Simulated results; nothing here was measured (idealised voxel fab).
The following is a process module called voxel capacitor over wiring.
The cross-section shown here is cut; it is 230 nm wide and divided into square cells measuring 5 nm on a side.
The cross-sections in this document take the form of a grid made of square cells. They are written out as bands, in order from top to bottom. Each band consists of one or more rows of cells. Basically the band line says how high the top is and how high the bottom is, in nm, and then what's in it from left to right, every material with its width in nm. Empty space shows up as "empty", and if a single material carries "full width" it runs the full band edge to edge. Heights are expressed relative to 0, this being the level below which the as-received wafer comprises one material exclusively. The lowest band is unbounded in the downward direction and is denoted as in "0 and below". You'd read "30->40" like this: the band's top row of cells is as wide as the first number, its bottom row is as wide as the second, and going down, every row changes width by the same amount as the row before did. Key: "everything unchanged" - step with no changed cell in the cross-section. "Closed void table" enumerates empty spaces isolated from the top, with no open way to it, that contain at least 8 cells, giving each as width x height at distance from the left edge, all three in nm. Anything after a step's settings on that line? It's the simulator's own note about the step. Steps that use a mask can have "overlay nm" on their line. It says how far the mask sat to the right of where it was meant to be. Negative means to the left.
-- Below is the list of planned process steps
1: RECEIVE,material Si
2: CONFORMAL_DEP,material SiO2,thk nm 15
3: CONFORMAL_DEP,material SiCN,thk nm 5
4: DIRECTIONAL_DEP,material lowk,thk nm 15
5: PATTERN,tone open,mask id METAL_1,material resist,width nm 25,pitch nm 75,thk nm 15,overlay nm 0
6: DIRECTIONAL_ETCH,etch materials lowk,depth nm 15
7: DIRECTIONAL_ETCH,etch materials SiCN,depth nm 5
8: STRIP,etch materials resist
9: CONFORMAL_DEP,material TiN,thk nm 5
10: FILL_DEP,material Ru,thk nm 5
11: CMP,height nm 35
12: EPI,material Ru,thk nm 5
13: FILL_DEP,material SiCN,thk nm 5
14: DIRECTIONAL_DEP,material SiO2,thk nm 20
15: DIRECTIONAL_DEP,material aC,thk nm 10
16: PATTERN,tone open,mask id PLUG_1,material resist,width nm 15,thk nm 30,overlay nm 0
17: DIRECTIONAL_ETCH,etch materials aC,depth nm 10
18: STRIP,etch materials resist
19: DIRECTIONAL_ETCH,etch materials SiO2,depth nm 20
20: DIRECTIONAL_ETCH,etch materials SiCN,depth nm 5
21: STRIP,etch materials aC
22: CONFORMAL_DEP,material TiN,thk nm 5
23: FILL_DEP,material W,thk nm 10
24: CMP,height nm 65
25: DIRECTIONAL_DEP,material TiN,thk nm 5
26: DIRECTIONAL_DEP,material HfO2,thk nm 5
27: DIRECTIONAL_DEP,material TiN,thk nm 5
28: MASKED_ETCH,tone cover,mask id UPPER_PLATE,width nm 55,etch materials TiN,depth nm 5,overlay nm 0
29: MASKED_ETCH,tone cover,mask id UPPER_PLATE,width nm 55,etch materials HfO2,depth nm 5,overlay nm 0
30: MASKED_ETCH,tone cover,mask id LOWER_PLATE,width nm 65,etch materials TiN,depth nm 5,overlay nm 0
31: FILL_DEP,material SiO2,thk nm 15
32: CMP,height nm 90
33: MASKED_ETCH,tone open,mask id PLUG_2,width nm 15,etch materials SiO2,depth nm 10,overlay nm 0
34: CONFORMAL_DEP,material TiN,thk nm 5
35: FILL_DEP,material Cu,thk nm 5
36: CMP,height nm 90
37: CONFORMAL_DEP,material SiN,thk nm 5
-- Wafer as received: cross-section following step 1
  0 and below = Si full width
  Closed void table: none
-- Looking at the first of two wafers in cross-section at end of module - ran to plan
  95 down to 90 = SiN full width
  90 down to 85 = SiO2 85, TiN 5, Cu 5, TiN 5, SiO2 130
  85 down to 75 = SiO2 85->75, TiN 15->55, SiO2 130->100
  75 down to 70 = SiO2 75, HfO2 55, SiO2 100
  70 down to 65 = SiO2 70, TiN 65, SiO2 95
  65 down to 45 = SiO2 75, TiN 5, W 5, TiN 5, SiO2 140
  45 down to 40 = SiCN 75, TiN 15, SiCN 140
  40 down to 35 = SiCN 60, Ru 35, SiCN 40, Ru 35, SiCN 60
  35 down to 20 = lowk 65, TiN 5, Ru 15, TiN 5, lowk 50, TiN 5, Ru 15, TiN 5, lowk 65
  20 down to 15 = SiCN 65, TiN 25, SiCN 50, TiN 25, SiCN 65
  15 down to 0 = SiO2 full width
  0 and below = Si full width
  Closed void table: none
-- Here's the second of our two wafers sectioned at module end. Same start as the first, same plan, but one mistake got made running it
  95 down to 90 = SiN full width
  90 down to 85 = SiO2 85, TiN 5, Cu 5, TiN 5, SiO2 130
  85 down to 75 = SiO2 85->75, TiN 15->55, SiO2 130->100
  75 down to 70 = SiO2 75, HfO2 55, SiO2 100
  70 down to 65 = SiO2 70, TiN 65, SiO2 95
  65 down to 45 = W 70, TiN 5, SiO2 15, TiN 5, W 135
  45 down to 40 = TiN 75, SiCN 15, TiN 140
  40 down to 35 = SiCN 60, Ru 35, SiCN 40, Ru 35, SiCN 60
  35 down to 20 = lowk 65, TiN 5, Ru 15, TiN 5, lowk 50, TiN 5, Ru 15, TiN 5, lowk 65
  20 down to 15 = SiCN 65, TiN 25, SiCN 50, TiN 25, SiCN 65
  15 down to 0 = SiO2 full width
  0 and below = Si full width
  Closed void table: none
Here's what went sideways: step 16 off recipe, ran as PATTERN,tone cover,mask id PLUG_1,material resist,width nm 15,thk nm 30,overlay nm 0
Bottom line after processing is that, in cells, the second wafer is up or down on some materials versus the first: SiCN: 40 fewer | SiO2: 160 fewer | TiN: 40 more | W: 160 more
